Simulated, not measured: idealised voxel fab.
Process module heading - voxel wiring stack
Square cells of 5 nm make up the cross-section cut, whose width is 260 nm.
When this document writes out a cross-section, it uses a grid of square cells and lists it as bands, beginning at the top and moving down, with a band standing for one or more rows of cells.
Quick guide to a band line: top height, bottom height (nm) up front; then every material left to right with its width in nm. Only one material and it's marked "all across"? Then it fills the band edge to edge. And "blank" just means empty space.
The reference from which all heights are counted is 0, the level beneath which the as-received wafer is entirely one material; the lowest band, having no lower bound, proceeds downward and is written after the example "top 0, no bottom".
A two-number width, for instance "30 to 40", indicates that the width is equal to the first number in the top row of the band and to the second number in the bottom row, and that it changes by a constant amount per row of cells.
For the purposes of this document, the phrase "same as before" attached to a step denotes that no cell within the cross-section was modified by that step.
Closed empty spaces (no open way to the top) of 8 cells or more are what "Enclosed void entries" lists, each as width x height at distance from the left edge, nm for all three.
On a step's line, text after the settings is the simulator commenting on that step.
What "overlay nm" on a step's line means: if the step has a mask, that mask lay this far to the right of its planned place, or, when the value is negative, to the left.
### Listed below are the process steps as planned
1) RECEIVE (material Si)
2) CONFORMAL_DEP (material SiO2; thk nm 10)
3) DIRECTIONAL_DEP (material TiN; thk nm 5)
4) DIRECTIONAL_DEP (material Ru; thk nm 20)
5) PATTERN (tone cover; mask id METAL_1; material resist; width nm 30; pitch nm 50; thk nm 20; overlay nm -15)
6) DIRECTIONAL_ETCH (etch materials Ru; depth nm 20)
7) DIRECTIONAL_ETCH (etch materials TiN; depth nm 5)
8) STRIP (etch materials resist)
9) FILL_DEP (material SiO2; thk nm 5)
10) CMP (height nm 35)
11) CONFORMAL_DEP (material SiCN; thk nm 5)
12) DIRECTIONAL_DEP (material SiO2; thk nm 10)
13) DIRECTIONAL_DEP (material aC; thk nm 10)
14) PATTERN (tone open; mask id PLUG_1; material resist; width nm 15; pitch nm 50; thk nm 25; overlay nm 0)
15) DIRECTIONAL_ETCH (etch materials aC; depth nm 10)
16) STRIP (etch materials resist)
17) DIRECTIONAL_ETCH (etch materials SiO2; depth nm 10)
18) DIRECTIONAL_ETCH (etch materials SiCN; depth nm 5)
19) STRIP (etch materials aC)
20) EPI (material Ru; thk nm 10)
21) EPI (material Ru; thk nm 5)
22) DIRECTIONAL_DEP (material TiN; thk nm 5)
23) DIRECTIONAL_DEP (material Ru; thk nm 25)
24) DIRECTIONAL_DEP (material aC; thk nm 10)
25) PATTERN (tone cover; mask id METAL_2; material resist; width nm 30; pitch nm 50; thk nm 30; overlay nm 0)
26) DIRECTIONAL_ETCH (etch materials aC; depth nm 10)
27) STRIP (etch materials resist)
28) DIRECTIONAL_ETCH (etch materials Ru; depth nm 25)
29) DIRECTIONAL_ETCH (etch materials TiN; depth nm 5)
30) STRIP (etch materials aC)
31) FILL_DEP (material SiO2; thk nm 10)
32) CMP (height nm 80)
33) CONFORMAL_DEP (material SiCN; thk nm 5)
34) DIRECTIONAL_DEP (material lowk; thk nm 25)
35) DIRECTIONAL_DEP (material aC; thk nm 15)
36) PATTERN (tone open; mask id METAL_3_HOLES; material resist; width nm 15; pitch nm 50; thk nm 35; overlay nm 0)
37) DIRECTIONAL_ETCH (etch materials aC; depth nm 15)
38) STRIP (etch materials resist)
39) DIRECTIONAL_ETCH (etch materials lowk; depth nm 25)
40) STRIP (etch materials aC)
41) DIRECTIONAL_DEP (material aC; thk nm 10)
42) PATTERN (tone open; mask id METAL_3; material resist; width nm 30; pitch nm 50; thk nm 25; overlay nm 0)
43) DIRECTIONAL_ETCH (etch materials aC; depth nm 10)
44) STRIP (etch materials resist)
45) DIRECTIONAL_ETCH (etch materials lowk; depth nm 15)
46) DIRECTIONAL_ETCH (etch materials SiCN; depth nm 5)
47) STRIP (etch materials aC)
48) CONFORMAL_DEP (material TiN; thk nm 5)
49) FILL_DEP (material Cu; thk nm 5)
50) CMP (height nm 110)
51) CONFORMAL_DEP (material SiCN; thk nm 5)
52) DIRECTIONAL_DEP (material SiO2; thk nm 15)
53) DIRECTIONAL_DEP (material aC; thk nm 10)
54) PATTERN (tone open; mask id PLUG_3; material resist; width nm 15; pitch nm 50; thk nm 25; overlay nm 0)
55) DIRECTIONAL_ETCH (etch materials aC; depth nm 10)
56) STRIP (etch materials resist)
57) DIRECTIONAL_ETCH (etch materials SiO2; depth nm 15)
58) DIRECTIONAL_ETCH (etch materials SiCN; depth nm 5)
59) STRIP (etch materials aC)
60) EPI (material Ru; thk nm 10)
61) EPI (material Ru; thk nm 10)
62) DIRECTIONAL_DEP (material TiN; thk nm 5)
63) DIRECTIONAL_DEP (material Ru; thk nm 20)
64) MASKED_ETCH (tone cover; mask id METAL_4; width nm 30; pitch nm 50; etch materials Ru; depth nm 20; overlay nm 0)
65) MASKED_ETCH (tone cover; mask id METAL_4; width nm 30; pitch nm 50; etch materials TiN; depth nm 5; overlay nm 0)
66) FILL_DEP (material SiO2; thk nm 5)
67) CMP (height nm 155)
68) CONFORMAL_DEP (material SiCN; thk nm 5)
Wafer-to-wafer difference: overlay nm, step 5. Common start. Plan = first wafer's value.
### So this is the first of several wafers, cross-sectioned as it came to us, meaning it's at the end of step 1
- top 0, no bottom: Si all across
- Enclosed void entries: none
### So in this table every wafer gets its own row, and what you see is where it stands at the end of the module: for each material, how many cells it picked up (+) or gave up (-) since we received it, and after that its closed voids
overlay nm -15, +44 Cu, +396 Ru, +172 SiCN, +752 SiO2, +136 TiN, +164 lowk, Enclosed void entries: none
overlay nm -10, +44 Cu, +396 Ru, +172 SiCN, +752 SiO2, +136 TiN, +164 lowk, Enclosed void entries: none
overlay nm -5, +44 Cu, +396 Ru, +172 SiCN, +752 SiO2, +136 TiN, +164 lowk, Enclosed void entries: none
overlay nm 0, +44 Cu, +396 Ru, +172 SiCN, +752 SiO2, +136 TiN, +164 lowk, Enclosed void entries: none
overlay nm 5, +44 Cu, +396 Ru, +172 SiCN, +752 SiO2, +136 TiN, +164 lowk, Enclosed void entries: none
overlay nm 10, +44 Cu, +396 Ru, +172 SiCN, +752 SiO2, +136 TiN, +164 lowk, Enclosed void entries: none
overlay nm 15, +44 Cu, +360 Ru, +172 SiCN, +788 SiO2, +136 TiN, +164 lowk, Enclosed void entries: none
